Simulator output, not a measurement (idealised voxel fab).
This section sets out a process module, namely voxel wiring stack.
190 nm wide, 5 nm square cells: that's cross-section cut.
Notation: cross-section as square-cell grid; stated in bands, top first, going down; one or more cell rows per band. Top, bottom (nm), then materials left to right with widths (nm); lone material tagged "full width" fills the whole band edge to edge; "air" = empty space. It should be noted that heights are counted from 0, beneath which the wafer as supplied is of one material throughout, and that the lowest band possesses no lower boundary but continues downward, as written in "z 0 and below". A width such as "30..40" changes by the same amount from each row of cells to the next, from the band's top row to its bottom row. "nothing different" for a step: no cell of the cross-section changed in that step. Entry "Voids, sealed". Content: empty spaces with no open connection to the top, size 8 cells or greater. Each: width x height at distance. Distance: from left edge. Unit: nm. Whatever follows a step's settings on its line is a remark the simulator itself makes about that step. Among the settings permitted on a step's line is "overlay nm"; applied to a step with a mask, it specifies the extent to which the mask lay to the right of its planned position, whereas a negative figure signifies a position to the left.
These are the steps we planned for the process
| 1 | RECEIVE [material Si] |
| 2 | CONFORMAL_DEP [material SiO2] [thk nm 15] |
| 3 | CONFORMAL_DEP [material SiCN] [thk nm 5] |
| 4 | DIRECTIONAL_DEP [material lowk] [thk nm 15] |
| 5 | DIRECTIONAL_DEP [material aC] [thk nm 15] |
| 6 | PATTERN [tone open] [mask id METAL_1] [material resist] [width nm 20] [pitch nm 35] [thk nm 35] [overlay nm 0] |
| 7 | DIRECTIONAL_ETCH [etch materials aC] [depth nm 15] |
| 8 | STRIP [etch materials resist] |
| 9 | DIRECTIONAL_ETCH [etch materials lowk] [depth nm 15] |
| 10 | DIRECTIONAL_ETCH [etch materials SiCN] [depth nm 5] |
| 11 | STRIP [etch materials aC] |
| 12 | CONFORMAL_DEP [material TiN] [thk nm 5] |
| 13 | FILL_DEP [material W] [thk nm 5] |
| 14 | CMP [height nm 35] |
| 15 | CONFORMAL_DEP [material SiCN] [thk nm 5] |
| 16 | DIRECTIONAL_DEP [material lowk] [thk nm 15] |
| 17 | PATTERN [tone open] [mask id PLUG_1] [material resist] [width nm 15] [pitch nm 35] [thk nm 15] [overlay nm 0] |
| 18 | DIRECTIONAL_ETCH [etch materials lowk] [depth nm 15] |
| 19 | DIRECTIONAL_ETCH [etch materials SiCN] [depth nm 5] |
| 20 | STRIP [etch materials resist] |
| 21 | EPI [material Ru] [thk nm 10] |
| 22 | EPI [material Ru] [thk nm 10] |
| 23 | DIRECTIONAL_DEP [material TiN] [thk nm 5] |
| 24 | DIRECTIONAL_DEP [material Ru] [thk nm 15] |
| 25 | MASKED_ETCH [tone cover] [mask id METAL_2] [width nm 20] [pitch nm 35] [etch materials Ru] [depth nm 15] [overlay nm 0] |
| 26 | MASKED_ETCH [tone cover] [mask id METAL_2] [width nm 20] [pitch nm 35] [etch materials TiN] [depth nm 5] [overlay nm 0] |
| 27 | CONFORMAL_DEP [material SiCN] [thk nm 5] |
| 28 | FILL_DEP [material lowk] [thk nm 5] |
| 29 | CMP [height nm 75] |
| 30 | CONFORMAL_DEP [material SiCN] [thk nm 5] |
| 31 | DIRECTIONAL_DEP [material lowk] [thk nm 30] |
| 32 | PATTERN [tone open] [mask id METAL_3_HOLES] [material resist] [width nm 15] [pitch nm 35] [thk nm 15] [overlay nm 0] |
| 33 | DIRECTIONAL_ETCH [etch materials lowk] [depth nm 30] |
| 34 | STRIP [etch materials resist] |
| 35 | DIRECTIONAL_DEP [material aC] [thk nm 15] |
| 36 | PATTERN [tone open] [mask id METAL_3] [material resist] [width nm 20] [pitch nm 35] [thk nm 35] [overlay nm 0] |
| 37 | DIRECTIONAL_ETCH [etch materials aC] [depth nm 15] |
| 38 | STRIP [etch materials resist] |
| 39 | DIRECTIONAL_ETCH [etch materials lowk] [depth nm 15] |
| 40 | DIRECTIONAL_ETCH [etch materials SiCN] [depth nm 5] |
| 41 | STRIP [etch materials aC] |
| 42 | CONFORMAL_DEP [material TiN] [thk nm 5] |
| 43 | FILL_DEP [material Ru] [thk nm 10] |
| 44 | CMP [height nm 110] |
| 45 | CONFORMAL_DEP [material SiCN] [thk nm 5] |
So, the first of our two wafers, run just as we planned it
Here's what the wafer looked like in cross-section when it arrived - that's after step 1
* z 0 and below: Si full width
* Voids, sealed: none
The wafer, seen in cross-section, after step 2
* z 15 to 0: SiO2 full width
* Lower than 0, everything is as it was.
The wafer, seen in cross-section, after step 3
* z 20 to 15: SiCN full width
* Lower than 15, everything is as it was.
The wafer, seen in cross-section, after step 4
* z 35 to 20: lowk full width
* Lower than 20, everything is as it was.
The wafer, seen in cross-section, after step 5
* z 50 to 35: aC full width
* Lower than 35, everything is as it was.
The wafer, seen in cross-section, after step 6
* z 85 to 50: 65 of resist, then 20 of air, then 15 of resist, then 20 of air, then 70 of resist
* Lower than 50, everything is as it was.
The wafer, seen in cross-section, after step 7
* z 70 to 50: 65 of resist, then 20 of air, then 15 of resist, then 20 of air, then 70 of resist
* z 50 to 35: 65 of aC, then 20 of air, then 15 of aC, then 20 of air, then 70 of aC
* Lower than 35, everything is as it was.
The wafer, seen in cross-section, after step 8
* z 50 to 35: 65 of aC, then 20 of air, then 15 of aC, then 20 of air, then 70 of aC
* Lower than 35, everything is as it was.
The wafer, seen in cross-section, after step 9
* z 50 to 35: 65 of aC, then 20 of air, then 15 of aC, then 20 of air, then 70 of aC
* z 35 to 20: 65 of lowk, then 20 of air, then 15 of lowk, then 20 of air, then 70 of lowk
* Lower than 20, everything is as it was.
The wafer, seen in cross-section, after step 10
* z 50 to 35: 65 of aC, then 20 of air, then 15 of aC, then 20 of air, then 70 of aC
* z 35 to 20: 65 of lowk, then 20 of air, then 15 of lowk, then 20 of air, then 70 of lowk
* z 20 to 15: 65 of SiCN, then 20 of air, then 15 of SiCN, then 20 of air, then 70 of SiCN
* Lower than 15, everything is as it was.
The wafer, seen in cross-section, after step 11
* z 35 to 20: 65 of lowk, then 20 of air, then 15 of lowk, then 20 of air, then 70 of lowk
* Lower than 20, everything is as it was.
The wafer, seen in cross-section, after step 12
* z 40 to 35: 70 of TiN, then 10 of air, then 25 of TiN, then 10 of air, then 75 of TiN
* z 35 to 20: 65 of lowk, then 5 of TiN, then 10 of air, then 5 of TiN, then 15 of lowk, then 5 of TiN, then 10 of air, then 5 of TiN, then 70 of lowk
* z 20 to 15: 65 of SiCN, then 20 of TiN, then 15 of SiCN, then 20 of TiN, then 70 of SiCN
* Lower than 15, everything is as it was.
The wafer, seen in cross-section, after step 13
* z 45 to 40: W full width
* z 40 to 35: 70 of TiN, then 10 of W, then 25 of TiN, then 10 of W, then 75 of TiN
* z 35 to 20: 65 of lowk, then 5 of TiN, then 10 of W, then 5 of TiN, then 15 of lowk, then 5 of TiN, then 10 of W, then 5 of TiN, then 70 of lowk
* Lower than 20, everything is as it was.
The wafer, seen in cross-section, after step 14
* z 35 to 20: 65 of lowk, then 5 of TiN, then 10 of W, then 5 of TiN, then 15 of lowk, then 5 of TiN, then 10 of W, then 5 of TiN, then 70 of lowk
* Lower than 20, everything is as it was.
The wafer, seen in cross-section, after step 15
* z 40 to 35: SiCN full width
* Lower than 35, everything is as it was.
The wafer, seen in cross-section, after step 16
* z 55 to 40: lowk full width
* Lower than 40, everything is as it was.
The wafer, seen in cross-section, after step 17
* z 70 to 55: 65 of resist, then 15 of air, then 20 of resist, then 15 of air, then 75 of resist
* Lower than 55, everything is as it was.
The wafer, seen in cross-section, after step 18
* z 70 to 55: 65 of resist, then 15 of air, then 20 of resist, then 15 of air, then 75 of resist
* z 55 to 40: 65 of lowk, then 15 of air, then 20 of lowk, then 15 of air, then 75 of lowk
* Lower than 40, everything is as it was.
The wafer, seen in cross-section, after step 19
* z 70 to 55: 65 of resist, then 15 of air, then 20 of resist, then 15 of air, then 75 of resist
* z 55 to 40: 65 of lowk, then 15 of air, then 20 of lowk, then 15 of air, then 75 of lowk
* z 40 to 35: 65 of SiCN, then 15 of air, then 20 of SiCN, then 15 of air, then 75 of SiCN
* Lower than 35, everything is as it was.
The wafer, seen in cross-section, after step 20
* z 55 to 40: 65 of lowk, then 15 of air, then 20 of lowk, then 15 of air, then 75 of lowk
* Lower than 40, everything is as it was.
The wafer, seen in cross-section, after step 21
* z 55 to 45: 65 of lowk, then 15 of air, then 20 of lowk, then 15 of air, then 75 of lowk
* z 45 to 40: 65 of lowk, then 15 of Ru, then 20 of lowk, then 15 of Ru, then 75 of lowk
* z 40 to 35: 65 of SiCN, then 15 of Ru, then 20 of SiCN, then 15 of Ru, then 75 of SiCN
* Lower than 35, everything is as it was.
The wafer, seen in cross-section, after step 22
* z 55 to 40: 65 of lowk, then 15 of Ru, then 20 of lowk, then 15 of Ru, then 75 of lowk
* Lower than 40, everything is as it was.
The wafer, seen in cross-section, after step 23
* z 60 to 55: TiN full width
* Lower than 55, everything is as it was.
The wafer, seen in cross-section, after step 24
* z 75 to 60: Ru full width
* Lower than 60, everything is as it was.
The wafer, seen in cross-section, after step 25
* z 75 to 60: 65 of air, then 20 of Ru, then 15 of air, then 20 of Ru, then 70 of air
* Lower than 60, everything is as it was.
The wafer, seen in cross-section, after step 26
* z 75 to 60: 65 of air, then 20 of Ru, then 15 of air, then 20 of Ru, then 70 of air
* z 60 to 55: 65 of air, then 20 of TiN, then 15 of air, then 20 of TiN, then 70 of air
* Lower than 55, everything is as it was.
The wafer, seen in cross-section, after step 27
* z 80 to 75: 60 of air, then 30 of SiCN, then 5 of air, then 30 of SiCN, then 65 of air
* z 75 to 60: 60 of air, then 5 of SiCN, then 20 of Ru, then 5 of SiCN, then 5 of air, then 5 of SiCN, then 20 of Ru, then 5 of SiCN, then 65 of air
* z 60 to 55: 65 of SiCN, then 20 of TiN, then 15 of SiCN, then 20 of TiN, then 70 of SiCN
* Lower than 55, everything is as it was.
The wafer, seen in cross-section, after step 28
* z 85 to 80: lowk full width
* z 80 to 75: 60 of lowk, then 30 of SiCN, then 5 of lowk, then 30 of SiCN, then 65 of lowk
* z 75 to 60: 60 of lowk, then 5 of SiCN, then 20 of Ru, then 5 of SiCN, then 5 of lowk, then 5 of SiCN, then 20 of Ru, then 5 of SiCN, then 65 of lowk
* Lower than 60, everything is as it was.
The wafer, seen in cross-section, after step 29
* z 75 to 60: 60 of lowk, then 5 of SiCN, then 20 of Ru, then 5 of SiCN, then 5 of lowk, then 5 of SiCN, then 20 of Ru, then 5 of SiCN, then 65 of lowk
* Lower than 60, everything is as it was.
The wafer, seen in cross-section, after step 30
* z 80 to 75: SiCN full width
* Lower than 75, everything is as it was.
The wafer, seen in cross-section, after step 31
* z 110 to 80: lowk full width
* Lower than 80, everything is as it was.
The wafer, seen in cross-section, after step 32
* z 125 to 110: 65 of resist, then 15 of air, then 20 of resist, then 15 of air, then 75 of resist
* Lower than 110, everything is as it was.
The wafer, seen in cross-section, after step 33
* z 125 to 110: 65 of resist, then 15 of air, then 20 of resist, then 15 of air, then 75 of resist
* z 110 to 80: 65 of lowk, then 15 of air, then 20 of lowk, then 15 of air, then 75 of lowk
* Lower than 80, everything is as it was.
The wafer, seen in cross-section, after step 34
* z 110 to 80: 65 of lowk, then 15 of air, then 20 of lowk, then 15 of air, then 75 of lowk
* Lower than 80, everything is as it was.
The wafer, seen in cross-section, after step 35
* z 125 to 110: 65 of aC, then 15 of air, then 20 of aC, then 15 of air, then 75 of aC
* z 110 to 95: 65 of lowk, then 15 of air, then 20 of lowk, then 15 of air, then 75 of lowk
* z 95 to 80: 65 of lowk, then 15 of aC, then 20 of lowk, then 15 of aC, then 75 of lowk
* Lower than 80, everything is as it was.
The wafer, seen in cross-section, after step 36
* z 160 to 125: 65 of resist, then 20 of air, then 15 of resist, then 20 of air, then 70 of resist
* Lower than 125, everything is as it was.
The wafer, seen in cross-section, after step 37
* z 145 to 125: 65 of resist, then 20 of air, then 15 of resist, then 20 of air, then 70 of resist
* z 125 to 110: 65 of aC, then 20 of air, then 15 of aC, then 20 of air, then 70 of aC
* z 110 to 80: 65 of lowk, then 15 of air, then 20 of lowk, then 15 of air, then 75 of lowk
* Lower than 80, everything is as it was.
The wafer, seen in cross-section, after step 38
* z 125 to 110: 65 of aC, then 20 of air, then 15 of aC, then 20 of air, then 70 of aC
* Lower than 110, everything is as it was.
The wafer, seen in cross-section, after step 39
* z 125 to 110: 65 of aC, then 20 of air, then 15 of aC, then 20 of air, then 70 of aC
* z 110 to 95: 65 of lowk, then 20 of air, then 15 of lowk, then 20 of air, then 70 of lowk
* Lower than 95, everything is as it was.
The wafer, seen in cross-section, after step 40
* z 125 to 110: 65 of aC, then 20 of air, then 15 of aC, then 20 of air, then 70 of aC
* z 110 to 95: 65 of lowk, then 20 of air, then 15 of lowk, then 20 of air, then 70 of lowk
* z 95 to 80: 65 of lowk, then 15 of air, then 20 of lowk, then 15 of air, then 75 of lowk
* z 80 to 75: 65 of SiCN, then 15 of air, then 20 of SiCN, then 15 of air, then 75 of SiCN
* Lower than 75, everything is as it was.
The wafer, seen in cross-section, after step 41
* z 110 to 95: 65 of lowk, then 20 of air, then 15 of lowk, then 20 of air, then 70 of lowk
* Lower than 95, everything is as it was.
The wafer, seen in cross-section, after step 42
* z 115 to 110: 70 of TiN, then 10 of air, then 25 of TiN, then 10 of air, then 75 of TiN
* z 110 to 100: 65 of lowk, then 5 of TiN, then 10 of air, then 5 of TiN, then 15 of lowk, then 5 of TiN, then 10 of air, then 5 of TiN, then 70 of lowk
* z 100 to 95: 65 of lowk, then 5 of TiN, then 5 of air, then 10 of TiN, then 15 of lowk, then 5 of TiN, then 5 of air, then 10 of TiN, then 70 of lowk
* z 95 to 80: 65 of lowk, then 5 of TiN, then 5 of air, then 5 of TiN, then 20 of lowk, then 5 of TiN, then 5 of air, then 5 of TiN, then 75 of lowk
* z 80 to 75: 65 of SiCN, then 15 of TiN, then 20 of SiCN, then 15 of TiN, then 75 of SiCN
* Lower than 75, everything is as it was.
The wafer, seen in cross-section, after step 43
* z 125 to 115: Ru full width
* z 115 to 110: 70 of TiN, then 10 of Ru, then 25 of TiN, then 10 of Ru, then 75 of TiN
* z 110 to 100: 65 of lowk, then 5 of TiN, then 10 of Ru, then 5 of TiN, then 15 of lowk, then 5 of TiN, then 10 of Ru, then 5 of TiN, then 70 of lowk
* z 100 to 95: 65 of lowk, then 5 of TiN, then 5 of Ru, then 10 of TiN, then 15 of lowk, then 5 of TiN, then 5 of Ru, then 10 of TiN, then 70 of lowk
* z 95 to 80: 65 of lowk, then 5 of TiN, then 5 of Ru, then 5 of TiN, then 20 of lowk, then 5 of TiN, then 5 of Ru, then 5 of TiN, then 75 of lowk
* Lower than 80, everything is as it was.
The wafer, seen in cross-section, after step 44
* z 110 to 100: 65 of lowk, then 5 of TiN, then 10 of Ru, then 5 of TiN, then 15 of lowk, then 5 of TiN, then 10 of Ru, then 5 of TiN, then 70 of lowk
* Lower than 100, everything is as it was.
The wafer, seen in cross-section, after step 45
* z 115 to 110: SiCN full width
* Lower than 110, everything is as it was.
Wafer two. Identical start, identical plan. One mistake in execution. Identical history through step 5
The second wafer cut through, at the time step 6 was supposed to be finished
* z 85 to 50: 70 of resist, then 15 of air, then 20 of resist, then 15 of air, then 70 of resist
* Lower than 50, everything is as it was.
The second wafer cut through, at the time step 7 was supposed to be finished
* z 70 to 50: 70 of resist, then 15 of air, then 20 of resist, then 15 of air, then 70 of resist
* z 50 to 35: 70 of aC, then 15 of air, then 20 of aC, then 15 of air, then 70 of aC
* Lower than 35, everything is as it was.
The second wafer cut through, at the time step 8 was supposed to be finished
* z 50 to 35: 70 of aC, then 15 of air, then 20 of aC, then 15 of air, then 70 of aC
* Lower than 35, everything is as it was.
The second wafer cut through, at the time step 9 was supposed to be finished
* z 50 to 35: 70 of aC, then 15 of air, then 20 of aC, then 15 of air, then 70 of aC
* z 35 to 20: 70 of lowk, then 15 of air, then 20 of lowk, then 15 of air, then 70 of lowk
* Lower than 20, everything is as it was.
The second wafer cut through, at the time step 10 was supposed to be finished
* z 50 to 35: 70 of aC, then 15 of air, then 20 of aC, then 15 of air, then 70 of aC
* z 35 to 20: 70 of lowk, then 15 of air, then 20 of lowk, then 15 of air, then 70 of lowk
* z 20 to 15: 70 of SiCN, then 15 of air, then 20 of SiCN, then 15 of air, then 70 of SiCN
* Lower than 15, everything is as it was.
The second wafer cut through, at the time step 11 was supposed to be finished
* z 35 to 20: 70 of lowk, then 15 of air, then 20 of lowk, then 15 of air, then 70 of lowk
* Lower than 20, everything is as it was.
The second wafer cut through, at the time step 12 was supposed to be finished
* z 40 to 35: 75 of TiN, then 5 of air, then 30 of TiN, then 5 of air, then 75 of TiN
* z 35 to 20: 70 of lowk, then 5 of TiN, then 5 of air, then 5 of TiN, then 20 of lowk, then 5 of TiN, then 5 of air, then 5 of TiN, then 70 of lowk
* z 20 to 15: 70 of SiCN, then 15 of TiN, then 20 of SiCN, then 15 of TiN, then 70 of SiCN
* Lower than 15, everything is as it was.
The second wafer cut through, at the time step 13 was supposed to be finished
* z 45 to 40: W full width
* z 40 to 35: 75 of TiN, then 5 of W, then 30 of TiN, then 5 of W, then 75 of TiN
* z 35 to 20: 70 of lowk, then 5 of TiN, then 5 of W, then 5 of TiN, then 20 of lowk, then 5 of TiN, then 5 of W, then 5 of TiN, then 70 of lowk
* Lower than 20, everything is as it was.
The second wafer cut through, at the time step 14 was supposed to be finished
* z 35 to 20: 70 of lowk, then 5 of TiN, then 5 of W, then 5 of TiN, then 20 of lowk, then 5 of TiN, then 5 of W, then 5 of TiN, then 70 of lowk
* Lower than 20, everything is as it was.
The second wafer cut through, at the time step 15 was supposed to be finished
* z 40 to 35: SiCN full width
* Lower than 35, everything is as it was.
The second wafer cut through, at the time step 16 was supposed to be finished
* z 55 to 40: lowk full width
* Lower than 40, everything is as it was.
The second wafer cut through, at the time step 17 was supposed to be finished
* z 70 to 55: 65 of resist, then 15 of air, then 20 of resist, then 15 of air, then 75 of resist
* Lower than 55, everything is as it was.
The second wafer cut through, at the time step 18 was supposed to be finished
* z 70 to 55: 65 of resist, then 15 of air, then 20 of resist, then 15 of air, then 75 of resist
* z 55 to 40: 65 of lowk, then 15 of air, then 20 of lowk, then 15 of air, then 75 of lowk
* Lower than 40, everything is as it was.
The second wafer cut through, at the time step 19 was supposed to be finished
* z 70 to 55: 65 of resist, then 15 of air, then 20 of resist, then 15 of air, then 75 of resist
* z 55 to 40: 65 of lowk, then 15 of air, then 20 of lowk, then 15 of air, then 75 of lowk
* z 40 to 35: 65 of SiCN, then 15 of air, then 20 of SiCN, then 15 of air, then 75 of SiCN
* Lower than 35, everything is as it was.
The second wafer cut through, at the time step 20 was supposed to be finished
* z 55 to 40: 65 of lowk, then 15 of air, then 20 of lowk, then 15 of air, then 75 of lowk
* Lower than 40, everything is as it was.
The second wafer cut through, at the time step 21 was supposed to be finished
* z 55 to 45: 65 of lowk, then 15 of air, then 20 of lowk, then 15 of air, then 75 of lowk
* z 45 to 40: 65 of lowk, then 15 of Ru, then 20 of lowk, then 15 of Ru, then 75 of lowk
* z 40 to 35: 65 of SiCN, then 15 of Ru, then 20 of SiCN, then 15 of Ru, then 75 of SiCN
* Lower than 35, everything is as it was.
The second wafer cut through, at the time step 22 was supposed to be finished
* z 55 to 40: 65 of lowk, then 15 of Ru, then 20 of lowk, then 15 of Ru, then 75 of lowk
* Lower than 40, everything is as it was.
The second wafer cut through, at the time step 23 was supposed to be finished
* z 60 to 55: TiN full width
* Lower than 55, everything is as it was.
The second wafer cut through, at the time step 24 was supposed to be finished
* z 75 to 60: Ru full width
* Lower than 60, everything is as it was.
The second wafer cut through, at the time step 25 was supposed to be finished
* z 75 to 60: 65 of air, then 20 of Ru, then 15 of air, then 20 of Ru, then 70 of air
* Lower than 60, everything is as it was.
The second wafer cut through, at the time step 26 was supposed to be finished
* z 75 to 60: 65 of air, then 20 of Ru, then 15 of air, then 20 of Ru, then 70 of air
* z 60 to 55: 65 of air, then 20 of TiN, then 15 of air, then 20 of TiN, then 70 of air
* Lower than 55, everything is as it was.
The second wafer cut through, at the time step 27 was supposed to be finished
* z 80 to 75: 60 of air, then 30 of SiCN, then 5 of air, then 30 of SiCN, then 65 of air
* z 75 to 60: 60 of air, then 5 of SiCN, then 20 of Ru, then 5 of SiCN, then 5 of air, then 5 of SiCN, then 20 of Ru, then 5 of SiCN, then 65 of air
* z 60 to 55: 65 of SiCN, then 20 of TiN, then 15 of SiCN, then 20 of TiN, then 70 of SiCN
* Lower than 55, everything is as it was.
The second wafer cut through, at the time step 28 was supposed to be finished
* z 85 to 80: lowk full width
* z 80 to 75: 60 of lowk, then 30 of SiCN, then 5 of lowk, then 30 of SiCN, then 65 of lowk
* z 75 to 60: 60 of lowk, then 5 of SiCN, then 20 of Ru, then 5 of SiCN, then 5 of lowk, then 5 of SiCN, then 20 of Ru, then 5 of SiCN, then 65 of lowk
* Lower than 60, everything is as it was.
The second wafer cut through, at the time step 29 was supposed to be finished
* z 75 to 60: 60 of lowk, then 5 of SiCN, then 20 of Ru, then 5 of SiCN, then 5 of lowk, then 5 of SiCN, then 20 of Ru, then 5 of SiCN, then 65 of lowk
* Lower than 60, everything is as it was.
The second wafer cut through, at the time step 30 was supposed to be finished
* z 80 to 75: SiCN full width
* Lower than 75, everything is as it was.
The second wafer cut through, at the time step 31 was supposed to be finished
* z 110 to 80: lowk full width
* Lower than 80, everything is as it was.
The second wafer cut through, at the time step 32 was supposed to be finished
* z 125 to 110: 65 of resist, then 15 of air, then 20 of resist, then 15 of air, then 75 of resist
* Lower than 110, everything is as it was.
The second wafer cut through, at the time step 33 was supposed to be finished
* z 125 to 110: 65 of resist, then 15 of air, then 20 of resist, then 15 of air, then 75 of resist
* z 110 to 80: 65 of lowk, then 15 of air, then 20 of lowk, then 15 of air, then 75 of lowk
* Lower than 80, everything is as it was.
The second wafer cut through, at the time step 34 was supposed to be finished
* z 110 to 80: 65 of lowk, then 15 of air, then 20 of lowk, then 15 of air, then 75 of lowk
* Lower than 80, everything is as it was.
The second wafer cut through, at the time step 35 was supposed to be finished
* z 125 to 110: 65 of aC, then 15 of air, then 20 of aC, then 15 of air, then 75 of aC
* z 110 to 95: 65 of lowk, then 15 of air, then 20 of lowk, then 15 of air, then 75 of lowk
* z 95 to 80: 65 of lowk, then 15 of aC, then 20 of lowk, then 15 of aC, then 75 of lowk
* Lower than 80, everything is as it was.
The second wafer cut through, at the time step 36 was supposed to be finished
* z 160 to 125: 65 of resist, then 20 of air, then 15 of resist, then 20 of air, then 70 of resist
* Lower than 125, everything is as it was.
The second wafer cut through, at the time step 37 was supposed to be finished
* z 145 to 125: 65 of resist, then 20 of air, then 15 of resist, then 20 of air, then 70 of resist
* z 125 to 110: 65 of aC, then 20 of air, then 15 of aC, then 20 of air, then 70 of aC
* z 110 to 80: 65 of lowk, then 15 of air, then 20 of lowk, then 15 of air, then 75 of lowk
* Lower than 80, everything is as it was.
The second wafer cut through, at the time step 38 was supposed to be finished
* z 125 to 110: 65 of aC, then 20 of air, then 15 of aC, then 20 of air, then 70 of aC
* Lower than 110, everything is as it was.
The second wafer cut through, at the time step 39 was supposed to be finished
* z 125 to 110: 65 of aC, then 20 of air, then 15 of aC, then 20 of air, then 70 of aC
* z 110 to 95: 65 of lowk, then 20 of air, then 15 of lowk, then 20 of air, then 70 of lowk
* Lower than 95, everything is as it was.
The second wafer cut through, at the time step 40 was supposed to be finished
* z 125 to 110: 65 of aC, then 20 of air, then 15 of aC, then 20 of air, then 70 of aC
* z 110 to 95: 65 of lowk, then 20 of air, then 15 of lowk, then 20 of air, then 70 of lowk
* z 95 to 80: 65 of lowk, then 15 of air, then 20 of lowk, then 15 of air, then 75 of lowk
* z 80 to 75: 65 of SiCN, then 15 of air, then 20 of SiCN, then 15 of air, then 75 of SiCN
* Lower than 75, everything is as it was.
The second wafer cut through, at the time step 41 was supposed to be finished
* z 110 to 95: 65 of lowk, then 20 of air, then 15 of lowk, then 20 of air, then 70 of lowk
* Lower than 95, everything is as it was.
The second wafer cut through, at the time step 42 was supposed to be finished
* z 115 to 110: 70 of TiN, then 10 of air, then 25 of TiN, then 10 of air, then 75 of TiN
* z 110 to 100: 65 of lowk, then 5 of TiN, then 10 of air, then 5 of TiN, then 15 of lowk, then 5 of TiN, then 10 of air, then 5 of TiN, then 70 of lowk
* z 100 to 95: 65 of lowk, then 5 of TiN, then 5 of air, then 10 of TiN, then 15 of lowk, then 5 of TiN, then 5 of air, then 10 of TiN, then 70 of lowk
* z 95 to 80: 65 of lowk, then 5 of TiN, then 5 of air, then 5 of TiN, then 20 of lowk, then 5 of TiN, then 5 of air, then 5 of TiN, then 75 of lowk
* z 80 to 75: 65 of SiCN, then 15 of TiN, then 20 of SiCN, then 15 of TiN, then 75 of SiCN
* Lower than 75, everything is as it was.
The second wafer cut through, at the time step 43 was supposed to be finished
* z 125 to 115: Ru full width
* z 115 to 110: 70 of TiN, then 10 of Ru, then 25 of TiN, then 10 of Ru, then 75 of TiN
* z 110 to 100: 65 of lowk, then 5 of TiN, then 10 of Ru, then 5 of TiN, then 15 of lowk, then 5 of TiN, then 10 of Ru, then 5 of TiN, then 70 of lowk
* z 100 to 95: 65 of lowk, then 5 of TiN, then 5 of Ru, then 10 of TiN, then 15 of lowk, then 5 of TiN, then 5 of Ru, then 10 of TiN, then 70 of lowk
* z 95 to 80: 65 of lowk, then 5 of TiN, then 5 of Ru, then 5 of TiN, then 20 of lowk, then 5 of TiN, then 5 of Ru, then 5 of TiN, then 75 of lowk
* Lower than 80, everything is as it was.
The second wafer cut through, at the time step 44 was supposed to be finished
* z 110 to 100: 65 of lowk, then 5 of TiN, then 10 of Ru, then 5 of TiN, then 15 of lowk, then 5 of TiN, then 10 of Ru, then 5 of TiN, then 70 of lowk
* Lower than 100, everything is as it was.
The second wafer cut through, at the time step 45 was supposed to be finished
* z 115 to 110: SiCN full width
* Lower than 110, everything is as it was.
Run error: step 6 was run on a setting that differed from the plan, and what really ran there is PATTERN [tone open] [mask id METAL_1] [material resist] [width nm 15] [pitch nm 35] [thk nm 35] [overlay nm 0]
Wrapping up, a cell-based count of both wafers puts the second over or under the first for these materials: +2 SiCN; -2 TiN; -6 W; +6 lowk
